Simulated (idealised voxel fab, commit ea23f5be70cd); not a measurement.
process module | voxel self aligned contacts
cross-section cut | 285 nm wide | cells 5 nm
A cross-section is a grid of square cells, given in bands from the top down. A band is one or more rows of cells.
Each band's line starts with the height of the band's top and of its bottom, in nm. Then come its materials from left to right, each with its width in nm. One material with "throughout" fills the band from edge to edge. "air" is empty space.
Height 0 is the level under which the wafer as received is all one material. The lowest band goes on downwards, as in "0 down".
A width such as "30 to 40" changes by the same amount from each row of cells to the next, from the band's top row to its bottom row.
"no change" after a step means that no cell of the cross-section changed.
closed voids: empty space of 8 cells or more with no open way to the top, each as width x height at its distance from the left edge, in nm
after a step's settings: what the simulator itself notes on the step
overlay nm, on a step with a mask: how far to the right of its planned place the mask lay; to the left if negative
plan
1 op RECEIVE | material Si
2 op OXIDIZE | depth nm 5
3 op DIRECTIONAL_DEP | material polySi | thk nm 20
4 op DIRECTIONAL_DEP | material SiN | thk nm 20
5 op DIRECTIONAL_DEP | material aC | thk nm 10
6 op PATTERN | tone cover | mask id GATE | material resist | width nm 25 | pitch nm 55 | thk nm 30 | overlay nm 0
7 op DIRECTIONAL_ETCH | etch materials aC | depth nm 10
8 op STRIP | etch materials resist
9 op DIRECTIONAL_ETCH | etch materials SiN | depth nm 20
10 op DIRECTIONAL_ETCH | etch materials polySi | depth nm 20
11 op STRIP | etch materials aC
12 op CONFORMAL_DEP | material SiN | thk nm 5
13 op DIRECTIONAL_ETCH | etch materials SiN | depth nm 5
14 op FILL_DEP | material SiO2 | thk nm 10
15 op CMP | height nm 45
16 op PATTERN | tone open | mask id CONTACT | material resist | width nm 40 | pitch nm 55 | thk nm 15 | overlay nm 0
17 op DIRECTIONAL_ETCH | etch materials SiO2 | depth nm 50
18 op STRIP | etch materials resist
19 op CONFORMAL_DEP | material TiN | thk nm 5
20 op FILL_DEP | material W | thk nm 5
21 op CMP | height nm 45
22 op CONFORMAL_DEP | material SiCN | thk nm 5
as received, after step 1
  0 down: Si throughout
  closed voids: none
a wafer at the end: this start, this plan, one mistake
  50 to 45: SiCN throughout
  45 to 40: SiO2 95 | TiN 15 | W 10 | TiN 15 | SiO2 15 | TiN 15 | W 10 | TiN 15 | SiO2 95
  40 to 20: SiO2 70 | SiN 35 | TiN 5 | W 10 | TiN 5 | SiN 35 | TiN 5 | W 10 | TiN 5 | SiN 35 | SiO2 70
  20 to 10: SiO2 70 | SiN 5 | polySi 25 | SiN 5 | TiN 5 | W 10 | TiN 5 | SiN 5 | polySi 25 | SiN 5 | TiN 5 | W 10 | TiN 5 | SiN 5 | polySi 25 | SiN 5 | SiO2 70
  10 to 5: SiO2 70 | SiN 5 | polySi 25 | SiN 5 | TiN 20 | SiN 5 | polySi 25 | SiN 5 | TiN 20 | SiN 5 | polySi 25 | SiN 5 | SiO2 70
  5 to 0: SiN 75 | polySi 25 | SiN 30 | polySi 25 | SiN 30 | polySi 25 | SiN 75
  0 to -5: SiO2 throughout
  -5 down: Si throughout
  closed voids: none
what went wrong: steps 12 and 13 were swapped
